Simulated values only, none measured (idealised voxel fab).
Process module heading - voxel ribs on slabs
For reference, the cross-section in this document is cut, with width 210 nm and square cells of 5 nm.
The cross-sections in this document take the form of a grid made of square cells. They are written out as bands, in order from top to bottom. Each band consists of one or more rows of cells. The band entry comprises the height of the band's top followed by the height of its bottom, expressed in nm, and subsequently the band's materials from left to right, each stated together with its width in nm. Where a single material is marked with the word "all across", that material fills the band from edge to edge. The word "air" represents empty space. Where do heights start? At 0: under that level the wafer as delivered is made of one material only. And the lowest band has no floor; it just carries on downward, as in "z 0 and below". A two-number width, for instance "30 to 40", indicates that the width is equal to the first number in the top row of the band and to the second number in the bottom row, and that it changes by a constant amount per row of cells. What does "identical to before" mean for a step? It means no cell of the cross-section changed in that step. "Closed void inventory" enumerates empty spaces isolated from the top, with no open way to it, that contain at least 8 cells, giving each as width x height at distance from the left edge, all three in nm. On each step's line, the part that comes after the settings is the simulator's own comment on the step. overlay nm: where the mask lay relative to plan, measured to the right, on steps with a mask; negatives go left.
The steps planned for the process are as follows
1. RECEIVE (material Si)
2. DIRECTIONAL_DEP (material SiO2; thk nm 25)
3. DIRECTIONAL_DEP (material SiN; thk nm 25)
4. MASKED_ETCH (tone cover; mask id RIB; width nm 15; etch materials SiN; depth nm 10; overlay nm 0)
5. PATTERN (tone cover; mask id SLAB; material resist; width nm 65; thk nm 15; overlay nm 0)
6. DIRECTIONAL_ETCH (etch materials SiN; depth nm 15)
7. STRIP (etch materials resist)
8. FILL_DEP (material SiO2; thk nm 25)
9. CMP (height nm 70)
10. DIRECTIONAL_DEP (material TiN; thk nm 5)
11. PATTERN (tone cover; mask id HEATER; material resist; width nm 25; thk nm 20; overlay nm 0)
12. DIRECTIONAL_ETCH (etch materials TiN; depth nm 5)
13. STRIP (etch materials resist)
14. CONFORMAL_DEP (material SiN; thk nm 10)
Incoming wafer, cross-sectional view, post step 1
  z 0 and below: Si all across
  Closed void inventory: none
Run as planned - first of the two wafers cross-sectioned at the end of the module
  z 85 to 80: 80 of air / 45 of SiN / 85 of air
  z 80 to 75: SiN all across
  z 75 to 70: 90 of SiN / 25 of TiN / 95 of SiN
  z 70 to 50: SiO2 all across
  z 50 to 40: 95 of SiO2 / 15 of SiN / 100 of SiO2
  z 40 to 25: 70 of SiO2 / 65 of SiN / 75 of SiO2
  z 25 to 0: SiO2 all across
  z 0 and below: Si all across
  Closed void inventory: none
End-of-module cross-section of the second wafer: identical starting point and process plan to the first, with one processing mistake
  z 85 to 80: 80 of air / 45 of SiN / 85 of air
  z 80 to 75: SiN all across
  z 75 to 70: 90 of SiN / 25 of TiN / 95 of SiN
  z 70 to 50: SiO2 all across
  z 50 to 40: 95 of SiO2 / 15 of SiN / 100 of SiO2
  z 40 to 25: 70 of SiO2 / 65 of SiN / 75 of SiO2
  z 25 to 0: TiN all across
  z 0 and below: Si all across
  Closed void inventory: none
Where did the run depart from the plan? step 2 changed vs plan, executed as DIRECTIONAL_DEP (material TiN; thk nm 25)
Final comparison by cell count, materials where the second wafer has more or fewer than the first: -210 SiO2, +210 TiN
